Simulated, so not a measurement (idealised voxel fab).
The process module presented herein is designated voxel self aligned contacts.
For reference, the cross-section in this document is cut, with width 230 nm and square cells of 5 nm.
Cross-section format: a grid of square cells, given as bands from top to bottom; each band is one or more rows of cells.
It is stipulated that each band's entry specify, in nanometres, the height of the top of the band and then that of its bottom, followed by the materials of the band in left-to-right sequence, each together with its width in nanometres. A single material marked by the word "everywhere" is understood to fill the band from edge to edge; the word "air" is understood to denote empty space.
Beneath 0, the wafer as received is one material, and that level is where height counting begins. The lowest band goes on downward without a bottom; it is written like "0..down".
Width spec "30->40" -> top row of cells at first value, bottom row at second value, equal per-row change in between.
"remained unchanged" after a step means that no cell of the cross-section changed.
"Fully enclosed voids" specifies each empty space that is not open to the top and that occupies no fewer than 8 cells, using the form width x height at distance, the distance measured from the left edge and all three quantities in nm.
Step line, after settings: the simulator's comment on this step.
overlay nm: on a step with a mask, how far right of its planned place the mask lay; negative means left.
SET OUT BELOW ARE THE PLANNED STEPS OF THE PROCESS
1. RECEIVE,material Si
2. CONFORMAL_DEP,material SiO2,thk nm 5
3. DIRECTIONAL_DEP,material polySi,thk nm 25
4. DIRECTIONAL_DEP,material SiN,thk nm 20
5. DIRECTIONAL_DEP,material aC,thk nm 15
6. PATTERN,tone cover,mask id GATE,material resist,width nm 30,pitch nm 55,thk nm 30,overlay nm 0
7. DIRECTIONAL_ETCH,etch materials aC,depth nm 15
8. STRIP,etch materials resist
9. DIRECTIONAL_ETCH,etch materials SiN,depth nm 20
10. DIRECTIONAL_ETCH,etch materials polySi,depth nm 25
11. STRIP,etch materials aC
12. CONFORMAL_DEP,material SiN,thk nm 5
13. DIRECTIONAL_ETCH,etch materials SiN,depth nm 5
14. FILL_DEP,material SiO2,thk nm 15
15. CMP,height nm 60
16. DIRECTIONAL_DEP,material aC,thk nm 15
17. PATTERN,tone open,mask id CONTACT,material resist,width nm 25,thk nm 35,overlay nm 0
18. DIRECTIONAL_ETCH,etch materials aC,depth nm 15
19. STRIP,etch materials resist
20. DIRECTIONAL_ETCH,etch materials SiO2,depth nm 60
21. STRIP,etch materials aC
22. CONFORMAL_DEP,material TiN,thk nm 5
23. FILL_DEP,material W,thk nm 5
24. CMP,height nm 60
25. CONFORMAL_DEP,material SiN,thk nm 5
The wafers are alike at the start. At step 17, their width nm differs. The plan lists the first wafer's value.
STEP 1 COMPLETE: AS-RECEIVED CROSS-SECTION OF THE FIRST OF SEVERAL WAFERS
  0..down = Si everywhere
  Fully enclosed voids: none
HERE'S THE FIRST OF SEVERAL WAFERS IN CROSS-SECTION, END OF THE MODULE, AFTER THE LAST STEP, STEP 25
  65..60 = SiN everywhere
  60..50 = SiO2 100  TiN 5->10  W 15->5  TiN 5->10  SiO2 105
  50..30 = SiO2 65  SiN 40  TiN 5  W 5  TiN 5  SiN 40  SiO2 70
  30..5 = SiO2 65  SiN 5  polySi 30  SiN 5  TiN 5  W 5  TiN 5  SiN 5  polySi 30  SiN 5  SiO2 70
  5..0 = SiO2 105  TiN 15  SiO2 110
  0..down = Si everywhere
  Fully enclosed voids: none
THE FINAL WAFER, SECTIONED AT MODULE END
  65..60 = SiN everywhere
  60..50 = SiO2 90  TiN 5->20  W 40->5  TiN 5->25  SiO2 90
  50..30 = SiO2 65  SiN 40  TiN 5  W 5  TiN 5  SiN 40  SiO2 70
  30..5 = SiO2 65  SiN 5  polySi 30  SiN 5  TiN 5  W 5  TiN 5  SiN 5  polySi 30  SiN 5  SiO2 70
  5..0 = SiO2 105  TiN 15  SiO2 110
  0..down = Si everywhere
  Fully enclosed voids: none
TAKE ANY ROW AND YOU HAVE A WAFER AT THE END OF THE MODULE: HOW MANY CELLS OF EACH MATERIAL IT HAS GAINED (+) OR LOST (-) SINCE IT WAS RECEIVED, AND THEN ITS CLOSED VOIDS
width nm 25, +130 SiN, +368 SiO2, +27 TiN, +13 W, +60 polySi, Fully enclosed voids: none
width nm 30, +130 SiN, +366 SiO2, +28 TiN, +14 W, +60 polySi, Fully enclosed voids: none
width nm 35, +130 SiN, +364 SiO2, +29 TiN, +15 W, +60 polySi, Fully enclosed voids: none
width nm 40, +130 SiN, +362 SiO2, +30 TiN, +16 W, +60 polySi, Fully enclosed voids: none
width nm 45, +130 SiN, +360 SiO2, +31 TiN, +17 W, +60 polySi, Fully enclosed voids: none
width nm 50, +130 SiN, +358 SiO2, +32 TiN, +18 W, +60 polySi, Fully enclosed voids: none
